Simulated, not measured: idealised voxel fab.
This is a process module. Its name is voxel self aligned contacts.
Each square cell in cross-section cut measures 5 nm, and the section as a whole is 295 nm wide.
Each cross-section below is a grid of square cells, stated as bands in top-down order, with one or more rows of cells making up each band.
Heads up on the band format: heights come first, top then bottom, in nm. After that it's the materials left to right, each with its width in nm. A single material flagged "all across" fills the whole band edge to edge, and "empty" means there's empty space there.
Height reference: 0 = level under which incoming wafer is all one material. Lowest band: no bottom, runs on downward, e.g. "0 down".
So if you see something like "30->40" for the width, read it as the top row of the band sitting at the first number and the bottom row at the second, with every row in between moving by the same amount as the last.
Basically "same as before" means that step didn't change any cell in the cross-section.
Each empty space that has no open way to the top and spans at least 8 cells appears under "Voids, enclosed" as width x height at distance, the distance counted from the left edge, all in nm.
Text after the settings on a step's line: the simulator's own remark on that step.
For masked steps, "overlay nm" on the step line gives how far right of plan the mask actually lay; a minus sign means it lay to the left.
THIS SECTION LISTS THE PROCESS STEPS THAT WERE PLANNED
1. RECEIVE with material Si
2. CONFORMAL_DEP with material SiO2, thk nm 5
3. DIRECTIONAL_DEP with material polySi, thk nm 20
4. DIRECTIONAL_DEP with material SiN, thk nm 20
5. DIRECTIONAL_DEP with material aC, thk nm 10
6. PATTERN with tone cover, mask id GATE, material resist, width nm 30, pitch nm 75, thk nm 25, overlay nm 0
7. DIRECTIONAL_ETCH with etch materials aC, depth nm 10
8. STRIP with etch materials resist
9. DIRECTIONAL_ETCH with etch materials SiN, depth nm 20
10. DIRECTIONAL_ETCH with etch materials polySi, depth nm 20
11. STRIP with etch materials aC
12. CONFORMAL_DEP with material SiN, thk nm 10
13. DIRECTIONAL_ETCH with etch materials SiN, depth nm 10
14. FILL_DEP with material SiO2, thk nm 20
15. CMP with height nm 55
16. DIRECTIONAL_DEP with material aC, thk nm 15
17. PATTERN with tone open, mask id CONTACT, material resist, width nm 55, thk nm 30, overlay nm 0
18. DIRECTIONAL_ETCH with etch materials aC, depth nm 15
19. STRIP with etch materials resist
20. DIRECTIONAL_ETCH with etch materials SiO2, depth nm 55
21. STRIP with etch materials aC
22. CONFORMAL_DEP with material TiN, thk nm 5
23. FILL_DEP with material W, thk nm 5
24. CMP with height nm 55
25. CONFORMAL_DEP with material SiN, thk nm 5
The wafers in this document start out alike and differ in the thk nm applied at step 22; the plan shows the value used for the first wafer.
CROSS-SECTION: THE FIRST OF SEVERAL WAFERS IN ITS AS-RECEIVED STATE, I.E. FOLLOWING STEP 1
- 0 down: Si all across
- Voids, enclosed: none
THE FIGURE BELOW PRESENTS A CROSS-SECTION OF THE FIRST OF SEVERAL WAFERS AT THE CONCLUSION OF THE MODULE, FOLLOWING ITS LAST STEP, STEP 25
- 60 to 55: SiN all across
- 55 to 45: SiO2 120 nm | TiN 5->20 nm | W 45->15 nm | TiN 5->20 nm | SiO2 120 nm
- 45 to 25: SiO2 85 nm | SiN 50 nm | TiN 5 nm | W 15 nm | TiN 5 nm | SiN 50 nm | SiO2 85 nm
- 25 to 5: SiO2 85 nm | SiN 10 nm | polySi 30 nm | SiN 10 nm | TiN 5 nm | W 15 nm | TiN 5 nm | SiN 10 nm | polySi 30 nm | SiN 10 nm | SiO2 85 nm
- 5 to 0: SiO2 135 nm | TiN 25 nm | SiO2 135 nm
- 0 down: Si all across
- Voids, enclosed: none
CROSS-SECTION, MODULE END, FINAL OF SEVERAL WAFERS
- 60 to 55: SiN all across
- 55 to 45: SiO2 120 nm | TiN 55 nm | SiO2 120 nm
- 45 to 25: SiO2 85 nm | SiN 50 nm | TiN 25 nm | SiN 50 nm | SiO2 85 nm
- 25 to 5: SiO2 85 nm | SiN 10 nm | polySi 30 nm | SiN 10 nm | TiN 25 nm | SiN 10 nm | polySi 30 nm | SiN 10 nm | SiO2 85 nm
- 5 to 0: SiO2 135 nm | TiN 25 nm | SiO2 135 nm
- 0 down: Si all across
- Voids, enclosed: none
HERE IS HOW TO READ THE ROWS: EVERY WAFER HAS A ROW, AND IT SHOWS THE WAFER AT THE END OF THE MODULE, GIVING FOR EACH MATERIAL HOW MANY CELLS WERE GAINED (+) OR LOST (-) SINCE THE WAFER WAS RECEIVED, THEN LISTING ITS CLOSED VOIDS
thk nm 5, +171 SiN, +422 SiO2, +31 TiN, +36 W, +48 polySi, Voids, enclosed: none
thk nm 10, +171 SiN, +422 SiO2, +58 TiN, +9 W, +48 polySi, Voids, enclosed: none
thk nm 15, +171 SiN, +422 SiO2, +67 TiN, +48 polySi, Voids, enclosed: none
thk nm 20, +171 SiN, +422 SiO2, +67 TiN, +48 polySi, Voids, enclosed: none
